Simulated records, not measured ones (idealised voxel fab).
process module | voxel transistor to metal
cross-section cut | 190 nm wide | cells 5 nm
A cross-section is a grid of square cells, given in bands from the top down. A band is one or more rows of cells.
Each band's line starts with the height of the band's top and of its bottom, in nm. Then come its materials from left to right, each with its width in nm. One material with "throughout" fills the band from edge to edge. "air" is empty space.
Height 0 is the level under which the wafer as received is all one material. The lowest band goes on downwards, as in "0 down".
A width such as "30 to 40" changes by the same amount from each row of cells to the next, from the band's top row to its bottom row.
"no change" after a step means that no cell of the cross-section changed.
closed voids: empty space of 8 cells or more with no open way to the top, each as width x height at its distance from the left edge, in nm
after a step's settings: what the simulator itself notes on the step
overlay nm, on a step with a mask: how far to the right of its planned place the mask lay; to the left if negative
plan
1 op RECEIVE | material Si
2 op OXIDIZE | depth nm 5
3 op CONFORMAL_DEP | material SiN | thk nm 15
4 op DIRECTIONAL_DEP | material aC | thk nm 10
5 op PATTERN | tone cover | mask id ACTIVE | material resist | width nm 110 | thk nm 30 | overlay nm 0
6 op DIRECTIONAL_ETCH | etch materials aC | depth nm 10
7 op STRIP | etch materials resist
8 op DIRECTIONAL_ETCH | etch materials SiN | depth nm 15
9 op DIRECTIONAL_ETCH | etch materials SiO2 | depth nm 5
10 op DIRECTIONAL_ETCH | etch materials Si | depth nm 25
11 op STRIP | etch materials aC
12 op OXIDIZE | depth nm 5
13 op FILL_DEP | material SiO2 | thk nm 10
14 op CMP | height nm 15
15 op SELECTIVE_ETCH | etch materials SiO2 | depth nm 10
16 op STRIP | etch materials SiN
17 op SELECTIVE_ETCH | etch materials SiO2 | depth nm 5
18 op OXIDIZE | depth nm 5
19 op DIRECTIONAL_DEP | material polySi | thk nm 20
20 op DIRECTIONAL_DEP | material SiCN | thk nm 15
21 op PATTERN | tone cover | mask id GATE | material resist | width nm 20 | thk nm 15 | overlay nm 0
22 op DIRECTIONAL_ETCH | etch materials SiCN | depth nm 25
23 op DIRECTIONAL_ETCH | etch materials polySi | depth nm 30
24 op STRIP | etch materials resist
25 op CONFORMAL_DEP | material SiN | thk nm 5
26 op DIRECTIONAL_ETCH | etch materials SiN | depth nm 5
27 op DIRECTIONAL_ETCH | etch materials SiO2 | depth nm 5
28 op EPI | material pSi | thk nm 5
29 op FILL_DEP | material SiO2 | thk nm 10
30 op CMP | height nm 30
31 op DIRECTIONAL_DEP | material SiO2 | thk nm 15
32 op DIRECTIONAL_DEP | material aC | thk nm 15
33 op PATTERN | tone open | mask id CONTACT | material resist | width nm 35 | pitch nm 65 | thk nm 35 | overlay nm 0
34 op DIRECTIONAL_ETCH | etch materials aC | depth nm 15
35 op STRIP | etch materials resist
36 op DIRECTIONAL_ETCH | etch materials SiO2 | depth nm 50
37 op STRIP | etch materials aC
38 op CONFORMAL_DEP | material TiN | thk nm 5
39 op FILL_DEP | material Ru | thk nm 10
40 op CMP | height nm 45
41 op CONFORMAL_DEP | material SiCN | thk nm 5
42 op DIRECTIONAL_DEP | material lowk | thk nm 25
43 op DIRECTIONAL_DEP | material aC | thk nm 10
44 op PATTERN | tone open | mask id METAL_1 | material resist | width nm 20 | pitch nm 80 | thk nm 25 | overlay nm 0
45 op DIRECTIONAL_ETCH | etch materials aC | depth nm 10
46 op STRIP | etch materials resist
47 op DIRECTIONAL_ETCH | etch materials lowk | depth nm 25
48 op DIRECTIONAL_ETCH | etch materials SiCN | depth nm 5
49 op STRIP | etch materials aC
50 op CONFORMAL_DEP | material TiN | thk nm 5
51 op FILL_DEP | material Cu | thk nm 5
52 op CMP | height nm 75
53 op CONFORMAL_DEP | material SiCN | thk nm 5
as received, after step 1
  0 down: Si throughout
  closed voids: none
first wafer at the end, as planned
  80 to 75: SiCN throughout
  75 to 50: lowk 45 | TiN 5 | Cu 10 | TiN 5 | lowk 60 | TiN 5 | Cu 10 | TiN 5 | lowk 45
  50 to 45: SiCN 45 | TiN 20 | SiCN 60 | TiN 20 | SiCN 45
  45 to 30: SiO2 45 | TiN 5 | Ru 25 | TiN 5 | SiO2 30 | TiN 5 | Ru 25 | TiN 5 | SiO2 45
  30 to 15: SiO2 45 | TiN 5 | Ru 25 | TiN 5 | SiN 5 | SiCN 20 | SiN 5 | TiN 5 | Ru 25 | TiN 5 | SiO2 45
  15 to 0: SiO2 45 | TiN 5 | Ru 25 | TiN 5 | SiN 5 | polySi 20 | SiN 5 | TiN 5 | Ru 25 | TiN 5 | SiO2 45
  0 to -5: SiO2 35 | SiN 5 | SiO2 5 | TiN 35 | SiN 5 | polySi 20 | SiN 5 | TiN 35 | SiO2 5 | SiN 5 | SiO2 35
  -5 to -10: SiO2 40 | pSi 40 | SiO2 30 | pSi 40 | SiO2 40
  -10 to -35: SiO2 45 | Si 100 | SiO2 45
  -35 down: Si throughout
  closed voids: none
second wafer at the end: like start, like plan, one mistake
  80 to 75: SiCN throughout
  75 to 50: lowk 45 | TiN 5 | Cu 10 | TiN 5 | lowk 60 | TiN 5 | Cu 10 | TiN 5 | lowk 45
  50 to 45: SiCN 45 | TiN 20 | SiCN 60 | TiN 20 | SiCN 45
  45 to 30: SiO2 45 | TiN 5 | Ru 25 | TiN 5 | SiO2 30 | TiN 5 | Ru 25 | TiN 5 | SiO2 45
  30 to 15: SiO2 45 | TiN 5 | Ru 25 | TiN 5 | SiN 5 | SiCN 20 | SiN 5 | TiN 5 | Ru 25 | TiN 5 | SiO2 45
  15 to 0: SiO2 45 | TiN 5 | Ru 25 | TiN 5 | SiN 5 | polySi 20 | SiN 5 | TiN 5 | Ru 25 | TiN 5 | SiO2 45
  0 to -5: SiO2 40 | SiN 5 | TiN 35 | SiN 5 | polySi 20 | SiN 5 | TiN 35 | SiO2 5 | SiN 5 | SiO2 35
  -5 to -10: SiO2 45 | pSi 35 | SiO2 30 | pSi 40 | SiO2 40
  -10 to -35: SiO2 50 | Si 95 | SiO2 45
  -35 down: Si throughout
  closed voids: none
what went wrong: step 5 ran as: op PATTERN | tone cover | mask id ACTIVE | material resist | width nm 105 | thk nm 30 | overlay nm 0
at the end the second wafer has, in cells: 5 fewer of Si | 6 more of SiO2 | 1 fewer of pSi
